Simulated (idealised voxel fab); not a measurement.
Process module name: voxel self aligned vias
It is cross-section cut that appears here, measuring 180 nm in width, its square cells being 5 nm in size.
Cross-section = grid of square cells, listed top down in bands; band = one or more rows.
Band entry format. Leading values: height of top, height of bottom, nm. Remainder: materials in left-to-right order, each with its width in nm. Special words: "everywhere" on a single material, which then fills the band edge to edge; "empty", empty space.
Zero point of the height axis is 0; under it, received wafer = one material. Lowest band: continues down indefinitely, "top 0, no bottom".
The expression "30 to 40" gives the width at the extremes of the band, the first number at its top row of cells and the second at its bottom row, with the width changing by equal amounts from each row to the next in between.
Step marked "no change"? Then no cell in the cross-section changed in it.
In "Tabulated closed voids" the enclosed voids are listed, meaning empty spaces of 8 cells or larger without any opening to the top. The form is width x height at distance, distance from the left edge, units nm.
What comes after the settings on a step's line is commentary from the simulator itself on that step.
The "overlay nm" setting may appear on a step's line; for a step that uses a mask, it gives how far to the right of its planned position the mask lay, and a negative value indicates the left.

LIST OF PLANNED PROCESS STEPS
1 RECEIVE: material Si
2 CONFORMAL_DEP: material SiO2, thk nm 10
3 CONFORMAL_DEP: material SiCN, thk nm 5
4 DIRECTIONAL_DEP: material lowk, thk nm 25
5 DIRECTIONAL_DEP: material aC, thk nm 15
6 PATTERN: tone open, mask id LINES, material resist, width nm 30, pitch nm 55, thk nm 30, overlay nm 0
7 DIRECTIONAL_ETCH: etch materials aC, depth nm 15
8 STRIP: etch materials resist
9 DIRECTIONAL_ETCH: etch materials lowk, depth nm 25
10 STRIP: etch materials aC
11 CONFORMAL_DEP: material TiN, thk nm 5
12 FILL_DEP: material Ru, thk nm 5
13 CMP: height nm 40
14 SELECTIVE_ETCH: etch materials W Ru TiN, depth nm 10
15 FILL_DEP: material SiN, thk nm 5
16 CMP: height nm 40
17 DIRECTIONAL_DEP: material lowk, thk nm 20
18 DIRECTIONAL_DEP: material aC, thk nm 10
19 PATTERN: tone open, mask id VIAS, material resist, width nm 40, pitch nm 55, thk nm 30, overlay nm 0
20 DIRECTIONAL_ETCH: etch materials aC, depth nm 10
21 STRIP: etch materials resist
22 DIRECTIONAL_ETCH: etch materials lowk, depth nm 20
23 DIRECTIONAL_ETCH: etch materials SiN, depth nm 10
24 STRIP: etch materials aC
25 CONFORMAL_DEP: material TiN, thk nm 5
26 FILL_DEP: material Cu, thk nm 5
27 CMP: height nm 60
28 CONFORMAL_DEP: material SiCN, thk nm 5

THE FIRST WAFER OF TWO, PROCESSED AS PLANNED

THIS IS THE CROSS-SECTION OF THE WAFER AS WE RECEIVED IT, I.E. AFTER STEP 1
- top 0, no bottom  Si everywhere
- Tabulated closed voids: none

CROSS-SECTION OF THE WAFER AFTER STEP 2
- top 10, bottom 0  SiO2 everywhere
- Everything below 0 is unchanged.

CROSS-SECTION OF THE WAFER AFTER STEP 3
- top 15, bottom 10  SiCN everywhere
- Everything below 10 is unchanged.

CROSS-SECTION OF THE WAFER AFTER STEP 4
- top 40, bottom 15  lowk everywhere
- Everything below 15 is unchanged.

CROSS-SECTION OF THE WAFER AFTER STEP 5
- top 55, bottom 40  aC everywhere
- Everything below 40 is unchanged.

CROSS-SECTION OF THE WAFER AFTER STEP 6
- top 85, bottom 55  resist 45 nm | empty 30 nm | resist 25 nm | empty 30 nm | resist 50 nm
- Everything below 55 is unchanged.

CROSS-SECTION OF THE WAFER AFTER STEP 7
- top 70, bottom 55  resist 45 nm | empty 30 nm | resist 25 nm | empty 30 nm | resist 50 nm
- top 55, bottom 40  aC 45 nm | empty 30 nm | aC 25 nm | empty 30 nm | aC 50 nm
- Everything below 40 is unchanged.

CROSS-SECTION OF THE WAFER AFTER STEP 8
- top 55, bottom 40  aC 45 nm | empty 30 nm | aC 25 nm | empty 30 nm | aC 50 nm
- Everything below 40 is unchanged.

CROSS-SECTION OF THE WAFER AFTER STEP 9
- top 55, bottom 40  aC 45 nm | empty 30 nm | aC 25 nm | empty 30 nm | aC 50 nm
- top 40, bottom 15  lowk 45 nm | empty 30 nm | lowk 25 nm | empty 30 nm | lowk 50 nm
- Everything below 15 is unchanged.

CROSS-SECTION OF THE WAFER AFTER STEP 10
- top 40, bottom 15  lowk 45 nm | empty 30 nm | lowk 25 nm | empty 30 nm | lowk 50 nm
- Everything below 15 is unchanged.

CROSS-SECTION OF THE WAFER AFTER STEP 11
- top 45, bottom 40  TiN 50 nm | empty 20 nm | TiN 35 nm | empty 20 nm | TiN 55 nm
- top 40, bottom 20  lowk 45 nm | TiN 5 nm | empty 20 nm | TiN 5 nm | lowk 25 nm | TiN 5 nm | empty 20 nm | TiN 5 nm | lowk 50 nm
- top 20, bottom 15  lowk 45 nm | TiN 30 nm | lowk 25 nm | TiN 30 nm | lowk 50 nm
- Everything below 15 is unchanged.

CROSS-SECTION OF THE WAFER AFTER STEP 12
- top 50, bottom 45  Ru everywhere
- top 45, bottom 40  TiN 50 nm | Ru 20 nm | TiN 35 nm | Ru 20 nm | TiN 55 nm
- top 40, bottom 20  lowk 45 nm | TiN 5 nm | Ru 20 nm | TiN 5 nm | lowk 25 nm | TiN 5 nm | Ru 20 nm | TiN 5 nm | lowk 50 nm
- Everything below 20 is unchanged.

CROSS-SECTION OF THE WAFER AFTER STEP 13
- top 40, bottom 20  lowk 45 nm | TiN 5 nm | Ru 20 nm | TiN 5 nm | lowk 25 nm | TiN 5 nm | Ru 20 nm | TiN 5 nm | lowk 50 nm
- Everything below 20 is unchanged.

CROSS-SECTION OF THE WAFER AFTER STEP 14
- top 40, bottom 30  lowk 45 nm | empty 30 nm | lowk 25 nm | empty 30 nm | lowk 50 nm
- Everything below 30 is unchanged.

CROSS-SECTION OF THE WAFER AFTER STEP 15
- top 45, bottom 40  SiN everywhere
- top 40, bottom 30  lowk 45 nm | SiN 30 nm | lowk 25 nm | SiN 30 nm | lowk 50 nm
- Everything below 30 is unchanged.

CROSS-SECTION OF THE WAFER AFTER STEP 16
- top 40, bottom 30  lowk 45 nm | SiN 30 nm | lowk 25 nm | SiN 30 nm | lowk 50 nm
- Everything below 30 is unchanged.

CROSS-SECTION OF THE WAFER AFTER STEP 17
- top 60, bottom 40  lowk everywhere
- Everything below 40 is unchanged.

CROSS-SECTION OF THE WAFER AFTER STEP 18
- top 70, bottom 60  aC everywhere
- Everything below 60 is unchanged.

CROSS-SECTION OF THE WAFER AFTER STEP 19
- top 100, bottom 70  resist 40 nm | empty 40 nm | resist 15 nm | empty 40 nm | resist 45 nm
- Everything below 70 is unchanged.

CROSS-SECTION OF THE WAFER AFTER STEP 20
- top 90, bottom 70  resist 40 nm | empty 40 nm | resist 15 nm | empty 40 nm | resist 45 nm
- top 70, bottom 60  aC 40 nm | empty 40 nm | aC 15 nm | empty 40 nm | aC 45 nm
- Everything below 60 is unchanged.

CROSS-SECTION OF THE WAFER AFTER STEP 21
- top 70, bottom 60  aC 40 nm | empty 40 nm | aC 15 nm | empty 40 nm | aC 45 nm
- Everything below 60 is unchanged.

CROSS-SECTION OF THE WAFER AFTER STEP 22
- top 70, bottom 60  aC 40 nm | empty 40 nm | aC 15 nm | empty 40 nm | aC 45 nm
- top 60, bottom 40  lowk 40 nm | empty 40 nm | lowk 15 nm | empty 40 nm | lowk 45 nm
- Everything below 40 is unchanged.

CROSS-SECTION OF THE WAFER AFTER STEP 23
- top 70, bottom 60  aC 40 nm | empty 40 nm | aC 15 nm | empty 40 nm | aC 45 nm
- top 60, bottom 40  lowk 40 nm | empty 40 nm | lowk 15 nm | empty 40 nm | lowk 45 nm
- top 40, bottom 30  lowk 45 nm | empty 30 nm | lowk 25 nm | empty 30 nm | lowk 50 nm
- Everything below 30 is unchanged.

CROSS-SECTION OF THE WAFER AFTER STEP 24
- top 60, bottom 40  lowk 40 nm | empty 40 nm | lowk 15 nm | empty 40 nm | lowk 45 nm
- Everything below 40 is unchanged.

CROSS-SECTION OF THE WAFER AFTER STEP 25
- top 65, bottom 60  TiN 45 nm | empty 30 nm | TiN 25 nm | empty 30 nm | TiN 50 nm
- top 60, bottom 45  lowk 40 nm | TiN 5 nm | empty 30 nm | TiN 5 nm | lowk 15 nm | TiN 5 nm | empty 30 nm | TiN 5 nm | lowk 45 nm
- top 45, bottom 35  lowk 40 to 45 nm | TiN 10 to 5 nm | empty 20 nm | TiN 10 to 5 nm | lowk 15 to 25 nm | TiN 10 to 5 nm | empty 20 nm | TiN 10 to 5 nm | lowk 45 to 50 nm
- top 35, bottom 30  lowk 45 nm | TiN 30 nm | lowk 25 nm | TiN 30 nm | lowk 50 nm
- Everything below 30 is unchanged.

CROSS-SECTION OF THE WAFER AFTER STEP 26
- top 70, bottom 65  Cu everywhere
- top 65, bottom 60  TiN 45 nm | Cu 30 nm | TiN 25 nm | Cu 30 nm | TiN 50 nm
- top 60, bottom 45  lowk 40 nm | TiN 5 nm | Cu 30 nm | TiN 5 nm | lowk 15 nm | TiN 5 nm | Cu 30 nm | TiN 5 nm | lowk 45 nm
- top 45, bottom 35  lowk 40 to 45 nm | TiN 10 to 5 nm | Cu 20 nm | TiN 10 to 5 nm | lowk 15 to 25 nm | TiN 10 to 5 nm | Cu 20 nm | TiN 10 to 5 nm | lowk 45 to 50 nm
- Everything below 35 is unchanged.

CROSS-SECTION OF THE WAFER AFTER STEP 27
- top 60, bottom 45  lowk 40 nm | TiN 5 nm | Cu 30 nm | TiN 5 nm | lowk 15 nm | TiN 5 nm | Cu 30 nm | TiN 5 nm | lowk 45 nm
- Everything below 45 is unchanged.

CROSS-SECTION OF THE WAFER AFTER STEP 28
- top 65, bottom 60  SiCN everywhere
- Everything below 60 is unchanged.

WAFER TWO OF THE PAIR: SAME ORIGIN, SAME PLAN, ONE ERROR DURING THE RUN; IDENTICAL TO WAFER ONE UP TO AND INCLUDING STEP 5

CROSS-SECTION OF THE SECOND WAFER AT THE TIME STEP 6 OF THE PLAN SHOULD HAVE ENDED
- top 85, bottom 55  resist 35 nm | empty 30 nm | resist 25 nm | empty 30 nm | resist 60 nm
- Everything below 55 is unchanged.

CROSS-SECTION OF THE SECOND WAFER AT THE TIME STEP 7 OF THE PLAN SHOULD HAVE ENDED
- top 70, bottom 55  resist 35 nm | empty 30 nm | resist 25 nm | empty 30 nm | resist 60 nm
- top 55, bottom 40  aC 35 nm | empty 30 nm | aC 25 nm | empty 30 nm | aC 60 nm
- Everything below 40 is unchanged.

CROSS-SECTION OF THE SECOND WAFER AT THE TIME STEP 8 OF THE PLAN SHOULD HAVE ENDED
- top 55, bottom 40  aC 35 nm | empty 30 nm | aC 25 nm | empty 30 nm | aC 60 nm
- Everything below 40 is unchanged.

CROSS-SECTION OF THE SECOND WAFER AT THE TIME STEP 9 OF THE PLAN SHOULD HAVE ENDED
- top 55, bottom 40  aC 35 nm | empty 30 nm | aC 25 nm | empty 30 nm | aC 60 nm
- top 40, bottom 15  lowk 35 nm | empty 30 nm | lowk 25 nm | empty 30 nm | lowk 60 nm
- Everything below 15 is unchanged.

CROSS-SECTION OF THE SECOND WAFER AT THE TIME STEP 10 OF THE PLAN SHOULD HAVE ENDED
- top 40, bottom 15  lowk 35 nm | empty 30 nm | lowk 25 nm | empty 30 nm | lowk 60 nm
- Everything below 15 is unchanged.

CROSS-SECTION OF THE SECOND WAFER AT THE TIME STEP 11 OF THE PLAN SHOULD HAVE ENDED
- top 45, bottom 40  TiN 40 nm | empty 20 nm | TiN 35 nm | empty 20 nm | TiN 65 nm
- top 40, bottom 20  lowk 35 nm | TiN 5 nm | empty 20 nm | TiN 5 nm | lowk 25 nm | TiN 5 nm | empty 20 nm | TiN 5 nm | lowk 60 nm
- top 20, bottom 15  lowk 35 nm | TiN 30 nm | lowk 25 nm | TiN 30 nm | lowk 60 nm
- Everything below 15 is unchanged.

CROSS-SECTION OF THE SECOND WAFER AT THE TIME STEP 12 OF THE PLAN SHOULD HAVE ENDED
- top 50, bottom 45  Ru everywhere
- top 45, bottom 40  TiN 40 nm | Ru 20 nm | TiN 35 nm | Ru 20 nm | TiN 65 nm
- top 40, bottom 20  lowk 35 nm | TiN 5 nm | Ru 20 nm | TiN 5 nm | lowk 25 nm | TiN 5 nm | Ru 20 nm | TiN 5 nm | lowk 60 nm
- Everything below 20 is unchanged.

CROSS-SECTION OF THE SECOND WAFER AT THE TIME STEP 13 OF THE PLAN SHOULD HAVE ENDED
- top 40, bottom 20  lowk 35 nm | TiN 5 nm | Ru 20 nm | TiN 5 nm | lowk 25 nm | TiN 5 nm | Ru 20 nm | TiN 5 nm | lowk 60 nm
- Everything below 20 is unchanged.

CROSS-SECTION OF THE SECOND WAFER AT THE TIME STEP 14 OF THE PLAN SHOULD HAVE ENDED
- top 40, bottom 30  lowk 35 nm | empty 30 nm | lowk 25 nm | empty 30 nm | lowk 60 nm
- Everything below 30 is unchanged.

CROSS-SECTION OF THE SECOND WAFER AT THE TIME STEP 15 OF THE PLAN SHOULD HAVE ENDED
- top 45, bottom 40  SiN everywhere
- top 40, bottom 30  lowk 35 nm | SiN 30 nm | lowk 25 nm | SiN 30 nm | lowk 60 nm
- Everything below 30 is unchanged.

CROSS-SECTION OF THE SECOND WAFER AT THE TIME STEP 16 OF THE PLAN SHOULD HAVE ENDED
- top 40, bottom 30  lowk 35 nm | SiN 30 nm | lowk 25 nm | SiN 30 nm | lowk 60 nm
- Everything below 30 is unchanged.

CROSS-SECTION OF THE SECOND WAFER AT THE TIME STEP 17 OF THE PLAN SHOULD HAVE ENDED
- top 60, bottom 40  lowk everywhere
- Everything below 40 is unchanged.

CROSS-SECTION OF THE SECOND WAFER AT THE TIME STEP 18 OF THE PLAN SHOULD HAVE ENDED
- top 70, bottom 60  aC everywhere
- Everything below 60 is unchanged.

CROSS-SECTION OF THE SECOND WAFER AT THE TIME STEP 19 OF THE PLAN SHOULD HAVE ENDED
- top 100, bottom 70  resist 40 nm | empty 40 nm | resist 15 nm | empty 40 nm | resist 45 nm
- Everything below 70 is unchanged.

CROSS-SECTION OF THE SECOND WAFER AT THE TIME STEP 20 OF THE PLAN SHOULD HAVE ENDED
- top 90, bottom 70  resist 40 nm | empty 40 nm | resist 15 nm | empty 40 nm | resist 45 nm
- top 70, bottom 60  aC 40 nm | empty 40 nm | aC 15 nm | empty 40 nm | aC 45 nm
- Everything below 60 is unchanged.

CROSS-SECTION OF THE SECOND WAFER AT THE TIME STEP 21 OF THE PLAN SHOULD HAVE ENDED
- top 70, bottom 60  aC 40 nm | empty 40 nm | aC 15 nm | empty 40 nm | aC 45 nm
- Everything below 60 is unchanged.

CROSS-SECTION OF THE SECOND WAFER AT THE TIME STEP 22 OF THE PLAN SHOULD HAVE ENDED
- top 70, bottom 60  aC 40 nm | empty 40 nm | aC 15 nm | empty 40 nm | aC 45 nm
- top 60, bottom 40  lowk 40 nm | empty 40 nm | lowk 15 nm | empty 40 nm | lowk 45 nm
- Everything below 40 is unchanged.

CROSS-SECTION OF THE SECOND WAFER AT THE TIME STEP 23 OF THE PLAN SHOULD HAVE ENDED
- top 70, bottom 60  aC 40 nm | empty 40 nm | aC 15 nm | empty 40 nm | aC 45 nm
- top 60, bottom 40  lowk 40 nm | empty 40 nm | lowk 15 nm | empty 40 nm | lowk 45 nm
- top 40, bottom 30  lowk 35 nm | SiN 5 nm | empty 25 nm | lowk 25 nm | SiN 5 nm | empty 25 nm | lowk 60 nm
- Everything below 30 is unchanged.

CROSS-SECTION OF THE SECOND WAFER AT THE TIME STEP 24 OF THE PLAN SHOULD HAVE ENDED
- top 60, bottom 40  lowk 40 nm | empty 40 nm | lowk 15 nm | empty 40 nm | lowk 45 nm
- Everything below 40 is unchanged.

CROSS-SECTION OF THE SECOND WAFER AT THE TIME STEP 25 OF THE PLAN SHOULD HAVE ENDED
- top 65, bottom 60  TiN 45 nm | empty 30 nm | TiN 25 nm | empty 30 nm | TiN 50 nm
- top 60, bottom 45  lowk 40 nm | TiN 5 nm | empty 30 nm | TiN 5 nm | lowk 15 nm | TiN 5 nm | empty 30 nm | TiN 5 nm | lowk 45 nm
- top 45, bottom 40  lowk 40 nm | TiN 5 nm | empty 15 nm | TiN 20 nm | lowk 15 nm | TiN 5 nm | empty 15 nm | TiN 20 nm | lowk 45 nm
- top 40, bottom 35  lowk 35 nm | SiN 5 nm | TiN 5 nm | empty 15 nm | TiN 5 nm | lowk 25 nm | SiN 5 nm | TiN 5 nm | empty 15 nm | TiN 5 nm | lowk 60 nm
- top 35, bottom 30  lowk 35 nm | SiN 5 nm | TiN 25 nm | lowk 25 nm | SiN 5 nm | TiN 25 nm | lowk 60 nm
- Everything below 30 is unchanged.

CROSS-SECTION OF THE SECOND WAFER AT THE TIME STEP 26 OF THE PLAN SHOULD HAVE ENDED
- top 70, bottom 65  Cu everywhere
- top 65, bottom 60  TiN 45 nm | Cu 30 nm | TiN 25 nm | Cu 30 nm | TiN 50 nm
- top 60, bottom 45  lowk 40 nm | TiN 5 nm | Cu 30 nm | TiN 5 nm | lowk 15 nm | TiN 5 nm | Cu 30 nm | TiN 5 nm | lowk 45 nm
- top 45, bottom 40  lowk 40 nm | TiN 5 nm | Cu 15 nm | TiN 20 nm | lowk 15 nm | TiN 5 nm | Cu 15 nm | TiN 20 nm | lowk 45 nm
- top 40, bottom 35  lowk 35 nm | SiN 5 nm | TiN 5 nm | Cu 15 nm | TiN 5 nm | lowk 25 nm | SiN 5 nm | TiN 5 nm | Cu 15 nm | TiN 5 nm | lowk 60 nm
- Everything below 35 is unchanged.

CROSS-SECTION OF THE SECOND WAFER AT THE TIME STEP 27 OF THE PLAN SHOULD HAVE ENDED
- top 60, bottom 45  lowk 40 nm | TiN 5 nm | Cu 30 nm | TiN 5 nm | lowk 15 nm | TiN 5 nm | Cu 30 nm | TiN 5 nm | lowk 45 nm
- Everything below 45 is unchanged.

CROSS-SECTION OF THE SECOND WAFER AT THE TIME STEP 28 OF THE PLAN SHOULD HAVE ENDED
- top 65, bottom 60  SiCN everywhere
- Everything below 60 is unchanged.
What went wrong in running the wafer? step 6 was not run as planned; what actually ran was PATTERN: tone open, mask id LINES, material resist, width nm 30, pitch nm 55, thk nm 30, overlay nm -10
Upon completion, the second wafer contains, in terms of cells, a greater or smaller amount of certain materials than the first wafer: -4 Cu | +4 SiN
